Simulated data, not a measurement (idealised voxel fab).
process module | voxel wiring stack
cross-section cut | 290 nm wide | cells 5 nm
A cross-section is a grid of square cells, given in bands from the top down. A band is one or more rows of cells.
Each band's line starts with the height of the band's top and of its bottom, in nm. Then come its materials from left to right, each with its width in nm. One material with "throughout" fills the band from edge to edge. "air" is empty space.
Height 0 is the level under which the wafer as received is all one material. The lowest band goes on downwards, as in "0 down".
A width such as "30 to 40" changes by the same amount from each row of cells to the next, from the band's top row to its bottom row.
"no change" after a step means that no cell of the cross-section changed.
closed voids: empty space of 8 cells or more with no open way to the top, each as width x height at its distance from the left edge, in nm
after a step's settings: what the simulator itself notes on the step
overlay nm, on a step with a mask: how far to the right of its planned place the mask lay; to the left if negative
plan
1 op RECEIVE | material Si
2 op CONFORMAL_DEP | material SiO2 | thk nm 15
3 op DIRECTIONAL_DEP | material TiN | thk nm 5
4 op DIRECTIONAL_DEP | material W | thk nm 15
5 op DIRECTIONAL_DEP | material aC | thk nm 10
6 op PATTERN | tone cover | mask id METAL_1 | material resist | width nm 25 | pitch nm 50 | thk nm 25 | overlay nm 0
7 op DIRECTIONAL_ETCH | etch materials aC | depth nm 10
8 op STRIP | etch materials resist
9 op DIRECTIONAL_ETCH | etch materials W | depth nm 15
10 op DIRECTIONAL_ETCH | etch materials TiN | depth nm 5
11 op STRIP | etch materials aC
12 op FILL_DEP | material SiO2 | thk nm 5
13 op CMP | height nm 35
14 op CONFORMAL_DEP | material SiCN | thk nm 5
15 op DIRECTIONAL_DEP | material SiO2 | thk nm 20
16 op MASKED_ETCH | tone open | mask id PLUG_1 | width nm 15 | etch materials SiO2 | depth nm 20 | overlay nm 0
17 op MASKED_ETCH | tone open | mask id PLUG_1 | width nm 15 | etch materials SiCN | depth nm 5 | overlay nm 0
18 op EPI | material Ru | thk nm 10
19 op EPI | material Ru | thk nm 10
20 op EPI | material Ru | thk nm 5
21 op CONFORMAL_DEP | material SiCN | thk nm 5
22 op DIRECTIONAL_DEP | material lowk | thk nm 25
23 op PATTERN | tone open | mask id METAL_2 | material resist | width nm 25 | pitch nm 50 | thk nm 20 | overlay nm 0
24 op DIRECTIONAL_ETCH | etch materials lowk | depth nm 25
25 op DIRECTIONAL_ETCH | etch materials SiCN | depth nm 5
26 op STRIP | etch materials resist
27 op CONFORMAL_DEP | material TiN | thk nm 5
28 op FILL_DEP | material Ru | thk nm 5
29 op CMP | height nm 90
30 op EPI | material Ru | thk nm 5
31 op FILL_DEP | material SiCN | thk nm 5
32 op DIRECTIONAL_DEP | material SiO2 | thk nm 20
33 op DIRECTIONAL_DEP | material aC | thk nm 10
34 op PATTERN | tone open | mask id PLUG_2 | material resist | width nm 15 | pitch nm 50 | thk nm 25 | overlay nm 0
35 op DIRECTIONAL_ETCH | etch materials aC | depth nm 10
36 op STRIP | etch materials resist
37 op DIRECTIONAL_ETCH | etch materials SiO2 | depth nm 20
38 op DIRECTIONAL_ETCH | etch materials SiCN | depth nm 5
39 op STRIP | etch materials aC
40 op EPI | material Ru | thk nm 10
41 op EPI | material Ru | thk nm 10
42 op EPI | material Ru | thk nm 5
43 op CONFORMAL_DEP | material SiCN | thk nm 5
44 op DIRECTIONAL_DEP | material SiO2 | thk nm 25
45 op DIRECTIONAL_DEP | material aC | thk nm 15
46 op PATTERN | tone open | mask id METAL_3 | material resist | width nm 25 | pitch nm 50 | thk nm 35 | overlay nm 0
47 op DIRECTIONAL_ETCH | etch materials aC | depth nm 15
48 op STRIP | etch materials resist
49 op DIRECTIONAL_ETCH | etch materials SiO2 | depth nm 25
50 op DIRECTIONAL_ETCH | etch materials SiCN | depth nm 5
51 op STRIP | etch materials aC
52 op CONFORMAL_DEP | material TiN | thk nm 5
53 op FILL_DEP | material Cu | thk nm 5
54 op CMP | height nm 150
55 op CONFORMAL_DEP | material SiN | thk nm 5
first wafer, as planned
as received, after step 1
  0 down: Si throughout
  closed voids: none
after step 2
  15 to 0: SiO2 throughout
  below 0: unchanged
after step 3
  20 to 15: TiN throughout
  below 15: unchanged
after step 4
  35 to 20: W throughout
  below 20: unchanged
after step 5
  45 to 35: aC throughout
  below 35: unchanged
after step 6
  70 to 45: air 105 | resist 25 | air 25 | resist 25 | air 110
  below 45: unchanged
after step 7
  60 to 45: air 105 | resist 25 | air 25 | resist 25 | air 110
  45 to 35: air 105 | aC 25 | air 25 | aC 25 | air 110
  below 35: unchanged
after step 8
  45 to 35: air 105 | aC 25 | air 25 | aC 25 | air 110
  below 35: unchanged
after step 9
  45 to 35: air 105 | aC 25 | air 25 | aC 25 | air 110
  35 to 20: air 105 | W 25 | air 25 | W 25 | air 110
  below 20: unchanged
after step 10
  45 to 35: air 105 | aC 25 | air 25 | aC 25 | air 110
  35 to 20: air 105 | W 25 | air 25 | W 25 | air 110
  20 to 15: air 105 | TiN 25 | air 25 | TiN 25 | air 110
  below 15: unchanged
after step 11
  35 to 20: air 105 | W 25 | air 25 | W 25 | air 110
  below 20: unchanged
after step 12
  40 to 35: SiO2 throughout
  35 to 20: SiO2 105 | W 25 | SiO2 25 | W 25 | SiO2 110
  20 to 15: SiO2 105 | TiN 25 | SiO2 25 | TiN 25 | SiO2 110
  below 15: unchanged
after step 13
  35 to 20: SiO2 105 | W 25 | SiO2 25 | W 25 | SiO2 110
  below 20: unchanged
after step 14
  40 to 35: SiCN throughout
  below 35: unchanged
after step 15
  60 to 40: SiO2 throughout
  below 40: unchanged
after step 16
  60 to 40: SiO2 105 | air 15 | SiO2 170
  below 40: unchanged
after step 17
  60 to 40: SiO2 105 | air 15 | SiO2 170
  40 to 35: SiCN 105 | air 15 | SiCN 170
  below 35: unchanged
after step 18
  60 to 45: SiO2 105 | air 15 | SiO2 170
  45 to 40: SiO2 105 | Ru 15 | SiO2 170
  40 to 35: SiCN 105 | Ru 15 | SiCN 170
  below 35: unchanged
after step 19
  60 to 55: SiO2 105 | air 15 | SiO2 170
  55 to 40: SiO2 105 | Ru 15 | SiO2 170
  below 40: unchanged
after step 20
  60 to 40: SiO2 105 | Ru 15 | SiO2 170
  below 40: unchanged
after step 21
  65 to 60: SiCN throughout
  below 60: unchanged
after step 22
  90 to 65: lowk throughout
  below 65: unchanged
after step 23
  110 to 90: resist 105 | air 25 | resist 25 | air 25 | resist 110
  below 90: unchanged
after step 24
  110 to 90: resist 105 | air 25 | resist 25 | air 25 | resist 110
  90 to 65: lowk 105 | air 25 | lowk 25 | air 25 | lowk 110
  below 65: unchanged
after step 25
  110 to 90: resist 105 | air 25 | resist 25 | air 25 | resist 110
  90 to 65: lowk 105 | air 25 | lowk 25 | air 25 | lowk 110
  65 to 60: SiCN 105 | air 25 | SiCN 25 | air 25 | SiCN 110
  below 60: unchanged
after step 26
  90 to 65: lowk 105 | air 25 | lowk 25 | air 25 | lowk 110
  below 65: unchanged
after step 27
  95 to 90: TiN 110 | air 15 | TiN 35 | air 15 | TiN 115
  90 to 65: lowk 105 | TiN 5 | air 15 | TiN 5 | lowk 25 | TiN 5 | air 15 | TiN 5 | lowk 110
  65 to 60: SiCN 105 | TiN 25 | SiCN 25 | TiN 25 | SiCN 110
  below 60: unchanged
after step 28
  100 to 95: Ru throughout
  95 to 90: TiN 110 | Ru 15 | TiN 35 | Ru 15 | TiN 115
  90 to 65: lowk 105 | TiN 5 | Ru 15 | TiN 5 | lowk 25 | TiN 5 | Ru 15 | TiN 5 | lowk 110
  below 65: unchanged
after step 29
  90 to 65: lowk 105 | TiN 5 | Ru 15 | TiN 5 | lowk 25 | TiN 5 | Ru 15 | TiN 5 | lowk 110
  below 65: unchanged
after step 30
  95 to 90: air 100 | Ru 35 | air 15 | Ru 35 | air 105
  below 90: unchanged
after step 31
  100 to 95: SiCN throughout
  95 to 90: SiCN 100 | Ru 35 | SiCN 15 | Ru 35 | SiCN 105
  below 90: unchanged
after step 32
  120 to 100: SiO2 throughout
  below 100: unchanged
after step 33
  130 to 120: aC throughout
  below 120: unchanged
after step 34
  155 to 130: resist 105 | air 15 | resist 35 | air 15 | resist 120
  below 130: unchanged
after step 35
  145 to 130: resist 105 | air 15 | resist 35 | air 15 | resist 120
  130 to 120: aC 105 | air 15 | aC 35 | air 15 | aC 120
  below 120: unchanged
after step 36
  130 to 120: aC 105 | air 15 | aC 35 | air 15 | aC 120
  below 120: unchanged
after step 37
  130 to 120: aC 105 | air 15 | aC 35 | air 15 | aC 120
  120 to 100: SiO2 105 | air 15 | SiO2 35 | air 15 | SiO2 120
  below 100: unchanged
after step 38
  130 to 120: aC 105 | air 15 | aC 35 | air 15 | aC 120
  120 to 100: SiO2 105 | air 15 | SiO2 35 | air 15 | SiO2 120
  100 to 95: SiCN 105 | air 15 | SiCN 35 | air 15 | SiCN 120
  below 95: unchanged
after step 39
  120 to 100: SiO2 105 | air 15 | SiO2 35 | air 15 | SiO2 120
  below 100: unchanged
after step 40
  120 to 105: SiO2 105 | air 15 | SiO2 35 | air 15 | SiO2 120
  105 to 100: SiO2 105 | Ru 15 | SiO2 35 | Ru 15 | SiO2 120
  100 to 90: SiCN 105 to 100 | Ru 15 to 35 | SiCN 35 to 15 | Ru 15 to 35 | SiCN 120 to 105
  below 90: unchanged
after step 41
  120 to 115: SiO2 105 | air 15 | SiO2 35 | air 15 | SiO2 120
  115 to 100: SiO2 105 | Ru 15 | SiO2 35 | Ru 15 | SiO2 120
  below 100: unchanged
after step 42
  120 to 100: SiO2 105 | Ru 15 | SiO2 35 | Ru 15 | SiO2 120
  below 100: unchanged
after step 43
  125 to 120: SiCN throughout
  below 120: unchanged
after step 44
  150 to 125: SiO2 throughout
  below 125: unchanged
after step 45
  165 to 150: aC throughout
  below 150: unchanged
after step 46
  200 to 165: resist 105 | air 25 | resist 25 | air 25 | resist 110
  below 165: unchanged
after step 47
  185 to 165: resist 105 | air 25 | resist 25 | air 25 | resist 110
  165 to 150: aC 105 | air 25 | aC 25 | air 25 | aC 110
  below 150: unchanged
after step 48
  165 to 150: aC 105 | air 25 | aC 25 | air 25 | aC 110
  below 150: unchanged
after step 49
  165 to 150: aC 105 | air 25 | aC 25 | air 25 | aC 110
  150 to 125: SiO2 105 | air 25 | SiO2 25 | air 25 | SiO2 110
  below 125: unchanged
after step 50
  165 to 150: aC 105 | air 25 | aC 25 | air 25 | aC 110
  150 to 125: SiO2 105 | air 25 | SiO2 25 | air 25 | SiO2 110
  125 to 120: SiCN 105 | air 25 | SiCN 25 | air 25 | SiCN 110
  below 120: unchanged
after step 51
  150 to 125: SiO2 105 | air 25 | SiO2 25 | air 25 | SiO2 110
  below 125: unchanged
after step 52
  155 to 150: TiN 110 | air 15 | TiN 35 | air 15 | TiN 115
  150 to 125: SiO2 105 | TiN 5 | air 15 | TiN 5 | SiO2 25 | TiN 5 | air 15 | TiN 5 | SiO2 110
  125 to 120: SiCN 105 | TiN 25 | SiCN 25 | TiN 25 | SiCN 110
  below 120: unchanged
after step 53
  160 to 155: Cu throughout
  155 to 150: TiN 110 | Cu 15 | TiN 35 | Cu 15 | TiN 115
  150 to 125: SiO2 105 | TiN 5 | Cu 15 | TiN 5 | SiO2 25 | TiN 5 | Cu 15 | TiN 5 | SiO2 110
  below 125: unchanged
after step 54
  150 to 125: SiO2 105 | TiN 5 | Cu 15 | TiN 5 | SiO2 25 | TiN 5 | Cu 15 | TiN 5 | SiO2 110
  below 125: unchanged
after step 55
  155 to 150: SiN throughout
  below 150: unchanged
second wafer: like start, like plan, one mistake. Through step 30 it matches the first wafer
when step 31 should have ended
  115 to 110: air 100 | SiO2 35 | air 15 | SiO2 35 | air 105
  110 to 95: SiO2 throughout
  95 to 90: SiO2 100 | Ru 35 | SiO2 15 | Ru 35 | SiO2 105
  below 90: unchanged
when step 32 should have ended
  120 to 115: SiCN throughout
  115 to 110: SiCN 100 | SiO2 35 | SiCN 15 | SiO2 35 | SiCN 105
  below 110: unchanged
when step 33 should have ended
  130 to 120: aC throughout
  below 120: unchanged
when step 34 should have ended
  155 to 130: resist 105 | air 15 | resist 35 | air 15 | resist 120
  below 130: unchanged
when step 35 should have ended
  145 to 130: resist 105 | air 15 | resist 35 | air 15 | resist 120
  130 to 120: aC 105 | air 15 | aC 35 | air 15 | aC 120
  below 120: unchanged
when step 36 should have ended
  130 to 120: aC 105 | air 15 | aC 35 | air 15 | aC 120
  below 120: unchanged
when step 37 should have ended: no change
when step 38 should have ended
  130 to 120: aC 105 | air 15 | aC 35 | air 15 | aC 120
  120 to 115: SiCN 105 | air 15 | SiCN 35 | air 15 | SiCN 120
  below 115: unchanged
when step 39 should have ended
  120 to 115: SiCN 105 | air 15 | SiCN 35 | air 15 | SiCN 120
  below 115: unchanged
when step 40 should have ended: no change
when step 41 should have ended: no change
when step 42 should have ended: no change
when step 43 should have ended
  125 to 120: SiCN 110 | air 5 | SiCN 45 | air 5 | SiCN 125
  120 to 115: SiCN throughout
  below 115: unchanged
when step 44 should have ended
  150 to 145: SiO2 110 | air 5 | SiO2 45 | air 5 | SiO2 125
  145 to 125: SiO2 throughout
  125 to 120: SiCN 110 | SiO2 5 | SiCN 45 | SiO2 5 | SiCN 125
  below 120: unchanged
when step 45 should have ended
  165 to 160: aC 110 | air 5 | aC 45 | air 5 | aC 125
  160 to 150: aC throughout
  150 to 145: SiO2 110 | aC 5 | SiO2 45 | aC 5 | SiO2 125
  below 145: unchanged
when step 46 should have ended
  200 to 165: resist 105 | air 25 | resist 25 | air 25 | resist 110
  below 165: unchanged
when step 47 should have ended
  185 to 165: resist 105 | air 25 | resist 25 | air 25 | resist 110
  165 to 150: aC 105 | air 25 | aC 25 | air 25 | aC 110
  150 to 145: SiO2 110 | air 5 | SiO2 45 | air 5 | SiO2 125
  below 145: unchanged
when step 48 should have ended
  165 to 150: aC 105 | air 25 | aC 25 | air 25 | aC 110
  below 150: unchanged
when step 49 should have ended
  165 to 150: aC 105 | air 25 | aC 25 | air 25 | aC 110
  150 to 125: SiO2 105 | air 25 | SiO2 25 | air 25 | SiO2 110
  125 to 120: SiCN 110 | air 5 | SiCN 45 | air 5 | SiCN 125
  below 120: unchanged
when step 50 should have ended
  165 to 150: aC 105 | air 25 | aC 25 | air 25 | aC 110
  150 to 125: SiO2 105 | air 25 | SiO2 25 | air 25 | SiO2 110
  125 to 115: SiCN 105 to 110 | air 25 to 5 | SiCN 25 to 45 | air 25 to 5 | SiCN 110 to 125
  below 115: unchanged
when step 51 should have ended
  150 to 125: SiO2 105 | air 25 | SiO2 25 | air 25 | SiO2 110
  below 125: unchanged
when step 52 should have ended
  155 to 150: TiN 110 | air 15 | TiN 35 | air 15 | TiN 115
  150 to 125: SiO2 105 | TiN 5 | air 15 | TiN 5 | SiO2 25 | TiN 5 | air 15 | TiN 5 | SiO2 110
  125 to 115: SiCN 105 to 110 | TiN 25 to 5 | SiCN 25 to 45 | TiN 25 to 5 | SiCN 110 to 125
  below 115: unchanged
when step 53 should have ended
  160 to 155: Cu throughout
  155 to 150: TiN 110 | Cu 15 | TiN 35 | Cu 15 | TiN 115
  150 to 125: SiO2 105 | TiN 5 | Cu 15 | TiN 5 | SiO2 25 | TiN 5 | Cu 15 | TiN 5 | SiO2 110
  below 125: unchanged
when step 54 should have ended
  150 to 125: SiO2 105 | TiN 5 | Cu 15 | TiN 5 | SiO2 25 | TiN 5 | Cu 15 | TiN 5 | SiO2 110
  below 125: unchanged
when step 55 should have ended
  155 to 150: SiN throughout
  below 150: unchanged
what went wrong: steps 31 and 32 were swapped
at the end the second wafer has, in cells: 30 fewer of Ru | 4 more of SiCN | 24 more of SiO2 | 2 more of TiN
